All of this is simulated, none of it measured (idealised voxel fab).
process module | voxel self aligned contacts
cross-section cut | 170 nm wide | cells 5 nm
A cross-section is a grid of square cells, given in bands from the top down. A band is one or more rows of cells.
Each band's line starts with the height of the band's top and of its bottom, in nm. Then come its materials from left to right, each with its width in nm. One material with "throughout" fills the band from edge to edge. "air" is empty space.
Height 0 is the level under which the wafer as received is all one material. The lowest band goes on downwards, as in "0 down".
A width such as "30 to 40" changes by the same amount from each row of cells to the next, from the band's top row to its bottom row.
"no change" after a step means that no cell of the cross-section changed.
closed voids: empty space of 8 cells or more with no open way to the top, each as width x height at its distance from the left edge, in nm
after a step's settings: what the simulator itself notes on the step
overlay nm, on a step with a mask: how far to the right of its planned place the mask lay; to the left if negative
plan
1 op RECEIVE | material Si
2 op CONFORMAL_DEP | material SiO2 | thk nm 5
3 op DIRECTIONAL_DEP | material polySi | thk nm 25
4 op DIRECTIONAL_DEP | material SiN | thk nm 20
5 op PATTERN | tone cover | mask id GATE | material resist | width nm 25 | pitch nm 60 | thk nm 20 | overlay nm 0
6 op DIRECTIONAL_ETCH | etch materials SiN | depth nm 20
7 op DIRECTIONAL_ETCH | etch materials polySi | depth nm 25
8 op STRIP | etch materials resist
9 op CONFORMAL_DEP | material SiN | thk nm 5
10 op DIRECTIONAL_ETCH | etch materials SiN | depth nm 5
11 op FILL_DEP | material SiO2 | thk nm 15
12 op CMP | height nm 55
13 op DIRECTIONAL_DEP | material aC | thk nm 10
14 op PATTERN | tone open | mask id CONTACT | material resist | width nm 35 | thk nm 25 | overlay nm 0
15 op DIRECTIONAL_ETCH | etch materials aC | depth nm 10
16 op STRIP | etch materials resist
17 op DIRECTIONAL_ETCH | etch materials SiO2 | depth nm 55
18 op STRIP | etch materials aC
19 op CONFORMAL_DEP | material TiN | thk nm 5
20 op FILL_DEP | material Ru | thk nm 5
21 op CMP | height nm 55
22 op CONFORMAL_DEP | material SiCN | thk nm 5
varied across the wafers: width nm of step 14. The plan shows the first wafer's value. All wafers start alike
first wafer as received, after step 1
  0 down: Si throughout
  closed voids: none
each wafer at the end: cells of each material gained (+) or lost (-) since it was received, then its closed voids
width nm 35 | +30 Ru | +34 SiCN | +76 SiN | +191 SiO2 | +27 TiN | +50 polySi | closed voids: none
width nm 40 | +30 Ru | +34 SiCN | +76 SiN | +190 SiO2 | +28 TiN | +50 polySi | closed voids: none
width nm 45 | +30 Ru | +34 SiCN | +76 SiN | +189 SiO2 | +29 TiN | +50 polySi | closed voids: none
width nm 50 | +30 Ru | +34 SiCN | +76 SiN | +188 SiO2 | +30 TiN | +50 polySi | closed voids: none
width nm 55 | +30 Ru | +34 SiCN | +76 SiN | +187 SiO2 | +31 TiN | +50 polySi | closed voids: none
width nm 60 | +30 Ru | +34 SiCN | +76 SiN | +186 SiO2 | +32 TiN | +50 polySi | closed voids: none
